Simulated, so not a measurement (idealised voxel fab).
process module | voxel plated lines
cross-section cut | 290 nm wide | cells 5 nm
A cross-section is a grid of square cells, given in bands from the top down. A band is one or more rows of cells.
Each band's line starts with the height of the band's top and of its bottom, in nm. Then come its materials from left to right, each with its width in nm. One material with "throughout" fills the band from edge to edge. "air" is empty space.
Height 0 is the level under which the wafer as received is all one material. The lowest band goes on downwards, as in "0 down".
A width such as "30 to 40" changes by the same amount from each row of cells to the next, from the band's top row to its bottom row.
"no change" after a step means that no cell of the cross-section changed.
closed voids: empty space of 8 cells or more with no open way to the top, each as width x height at its distance from the left edge, in nm
after a step's settings: what the simulator itself notes on the step
overlay nm, on a step with a mask: how far to the right of its planned place the mask lay; to the left if negative
plan
1 op RECEIVE | material Si
2 op CONFORMAL_DEP | material Al2O3 | thk nm 10
3 op DIRECTIONAL_DEP | material TiN | thk nm 5
4 op PATTERN | tone open | mask id LINES | material resist | width nm 30 | pitch nm 60 | thk nm 40 | overlay nm 0
5 op EPI | material Ru | thk nm 5
6 op EPI | material Ru | thk nm 5
7 op EPI | material Ru | thk nm 5
8 op STRIP | etch materials resist
9 op DIRECTIONAL_ETCH | etch materials TiN | depth nm 5
10 op CONFORMAL_DEP | material SiO2 | thk nm 5
varied across the wafers: thk nm of step 10. The plan shows the first wafer's value. All wafers start alike
first wafer as received, after step 1
  0 down: Si throughout
  closed voids: none
first wafer at the end, after step 10
  35 to 30: air 95 | SiO2 40 | air 20 | SiO2 40 | air 95
  30 to 15: air 95 | SiO2 5 | Ru 30 | SiO2 5 | air 20 | SiO2 5 | Ru 30 | SiO2 5 | air 95
  15 to 10: SiO2 100 | TiN 30 | SiO2 30 | TiN 30 | SiO2 100
  10 to 0: Al2O3 throughout
  0 down: Si throughout
  closed voids: none
last wafer at the end
  50 to 30: air 80 | SiO2 130 | air 80
  30 to 15: SiO2 100 | Ru 30 | SiO2 30 | Ru 30 | SiO2 100
  15 to 10: SiO2 100 | TiN 30 | SiO2 30 | TiN 30 | SiO2 100
  10 to 0: Al2O3 throughout
  0 down: Si throughout
  closed voids: none
each wafer at the end: cells of each material gained (+) or lost (-) since it was received, then its closed voids
thk nm 5 | +116 Al2O3 | +36 Ru | +74 SiO2 | +12 TiN | closed voids: none
thk nm 10 | +116 Al2O3 | +36 Ru | +148 SiO2 | +12 TiN | closed voids: none
thk nm 15 | +116 Al2O3 | +36 Ru | +222 SiO2 | +12 TiN | closed voids: none
thk nm 20 | +116 Al2O3 | +36 Ru | +288 SiO2 | +12 TiN | closed voids: none
